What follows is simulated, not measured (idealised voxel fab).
process module | voxel local oxidation
cross-section cut | 170 nm wide | cells 5 nm
A cross-section is a grid of square cells, given in bands from the top down. A band is one or more rows of cells.
Each band's line starts with the height of the band's top and of its bottom, in nm. Then come its materials from left to right, each with its width in nm. One material with "throughout" fills the band from edge to edge. "air" is empty space.
Height 0 is the level under which the wafer as received is all one material. The lowest band goes on downwards, as in "0 down".
A width such as "30 to 40" changes by the same amount from each row of cells to the next, from the band's top row to its bottom row.
"no change" after a step means that no cell of the cross-section changed.
closed voids: empty space of 8 cells or more with no open way to the top, each as width x height at its distance from the left edge, in nm
after a step's settings: what the simulator itself notes on the step
overlay nm, on a step with a mask: how far to the right of its planned place the mask lay; to the left if negative
plan
1 op RECEIVE | material Si
2 op CONFORMAL_DEP | material SiO2 | thk nm 5
3 op CONFORMAL_DEP | material SiN | thk nm 10
4 op PATTERN | tone cover | mask id ACTIVE | material resist | width nm 95 | thk nm 15 | overlay nm 0
5 op DIRECTIONAL_ETCH | etch materials SiN | depth nm 10
6 op STRIP | etch materials resist
7 op SELECTIVE_ETCH | etch materials SiO2 | depth nm 5
8 op OXIDIZE | depth nm 15
9 op STRIP | etch materials SiN
first wafer, as planned
as received, after step 1
  0 down: Si throughout
  closed voids: none
after step 2
  5 to 0: SiO2 throughout
  below 0: unchanged
after step 3
  15 to 5: SiN throughout
  below 5: unchanged
after step 4
  30 to 15: air 35 | resist 95 | air 40
  below 15: unchanged
after step 5
  30 to 15: air 35 | resist 95 | air 40
  15 to 5: air 35 | SiN 95 | air 40
  below 5: unchanged
after step 6
  15 to 5: air 35 | SiN 95 | air 40
  below 5: unchanged
after step 7
  15 to 5: air 35 | SiN 95 | air 40
  5 to 0: air 40 | SiO2 85 | air 45
  below 0: unchanged
after step 8
  15 to 5: air 35 | SiN 95 | air 40
  5 to 0: air 40 | SiO2 85 | air 45
  0 to -15: SiO2 55 | Si 55 | SiO2 60
  below -15: unchanged
after step 9
  5 to 0: air 40 | SiO2 85 | air 45
  below 0: unchanged
second wafer: like start, like plan, one mistake. Through step 3 it matches the first wafer
when step 4 should have ended
  30 to 15: air 40 | resist 90 | air 40
  below 15: unchanged
when step 5 should have ended
  30 to 15: air 40 | resist 90 | air 40
  15 to 5: air 40 | SiN 90 | air 40
  below 5: unchanged
when step 6 should have ended
  15 to 5: air 40 | SiN 90 | air 40
  below 5: unchanged
when step 7 should have ended
  15 to 5: air 40 | SiN 90 | air 40
  5 to 0: air 45 | SiO2 80 | air 45
  below 0: unchanged
when step 8 should have ended
  15 to 5: air 40 | SiN 90 | air 40
  5 to 0: air 45 | SiO2 80 | air 45
  0 to -15: SiO2 60 | Si 50 | SiO2 60
  below -15: unchanged
when step 9 should have ended
  5 to 0: air 45 | SiO2 80 | air 45
  below 0: unchanged
what went wrong: step 4 ran as: op PATTERN | tone cover | mask id ACTIVE | material resist | width nm 90 | thk nm 15 | overlay nm 0
at the end the second wafer has, in cells: 3 fewer of Si | 2 more of SiO2
